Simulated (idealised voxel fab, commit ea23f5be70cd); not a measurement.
process module | voxel trench capacitor
cross-section cut | 290 nm wide | cells 5 nm
A cross-section is a grid of square cells, given in bands from the top down. A band is one or more rows of cells.
Each band's line starts with the height of the band's top and of its bottom, in nm. Then come its materials from left to right, each with its width in nm. One material with "throughout" fills the band from edge to edge. "air" is empty space.
Height 0 is the level under which the wafer as received is all one material. The lowest band goes on downwards, as in "0 down".
A width such as "30 to 40" changes by the same amount from each row of cells to the next, from the band's top row to its bottom row.
"no change" after a step means that no cell of the cross-section changed.
closed voids: empty space of 8 cells or more with no open way to the top, each as width x height at its distance from the left edge, in nm
after a step's settings: what the simulator itself notes on the step
overlay nm, on a step with a mask: how far to the right of its planned place the mask lay; to the left if negative
plan
1 op RECEIVE | material Si
2 op CONFORMAL_DEP | material SiN | thk nm 5
3 op DIRECTIONAL_DEP | material aC | thk nm 10
4 op PATTERN | tone open | mask id TRENCH | material resist | width nm 15 | pitch nm 50 | thk nm 25 | overlay nm 0
5 op DIRECTIONAL_ETCH | etch materials aC | depth nm 10
6 op STRIP | etch materials resist
7 op DIRECTIONAL_ETCH | etch materials SiN | depth nm 5
8 op DIRECTIONAL_ETCH | etch materials Si | depth nm 30
9 op STRIP | etch materials aC
10 op CONFORMAL_DEP | material SiO2 | thk nm 5
11 op FILL_DEP | material polySi | thk nm 10
12 op CMP | height nm 5
varied across the wafers: width nm of step 4. The plan shows the first wafer's value. All wafers start alike
first wafer as received, after step 1
  0 down: Si throughout
  closed voids: none
first wafer at the end, after step 12
  5 to 0: SiN 60 | SiO2 5 | polySi 5 | SiO2 5 | SiN 35 | SiO2 5 | polySi 5 | SiO2 5 | SiN 35 | SiO2 5 | polySi 5 | SiO2 5 | SiN 35 | SiO2 5 | polySi 5 | SiO2 5 | SiN 65
  0 to -25: Si 60 | SiO2 5 | polySi 5 | SiO2 5 | Si 35 | SiO2 5 | polySi 5 | SiO2 5 | Si 35 | SiO2 5 | polySi 5 | SiO2 5 | Si 35 | SiO2 5 | polySi 5 | SiO2 5 | Si 65
  -25 to -30: Si 60 | SiO2 15 | Si 35 | SiO2 15 | Si 35 | SiO2 15 | Si 35 | SiO2 15 | Si 65
  -30 down: Si throughout
  closed voids: none
last wafer at the end
  5 to 0: SiN 50 | SiO2 5 | polySi 25 | SiO2 5 | SiN 15 | SiO2 5 | polySi 25 | SiO2 5 | SiN 15 | SiO2 5 | polySi 25 | SiO2 5 | SiN 15 | SiO2 5 | polySi 25 | SiO2 5 | SiN 55
  0 to -25: Si 50 | SiO2 5 | polySi 25 | SiO2 5 | Si 15 | SiO2 5 | polySi 25 | SiO2 5 | Si 15 | SiO2 5 | polySi 25 | SiO2 5 | Si 15 | SiO2 5 | polySi 25 | SiO2 5 | Si 55
  -25 to -30: Si 50 | SiO2 35 | Si 15 | SiO2 35 | Si 15 | SiO2 35 | Si 15 | SiO2 35 | Si 55
  -30 down: Si throughout
  closed voids: none
each wafer at the end: cells of each material gained (+) or lost (-) since it was received, then its closed voids
width nm 15 | -72 Si | +46 SiN | +60 SiO2 | +24 polySi | closed voids: none
width nm 20 | -96 Si | +42 SiN | +64 SiO2 | +48 polySi | closed voids: none
width nm 25 | -120 Si | +38 SiN | +68 SiO2 | +72 polySi | closed voids: none
width nm 30 | -144 Si | +34 SiN | +72 SiO2 | +96 polySi | closed voids: none
width nm 35 | -168 Si | +30 SiN | +76 SiO2 | +120 polySi | closed voids: none
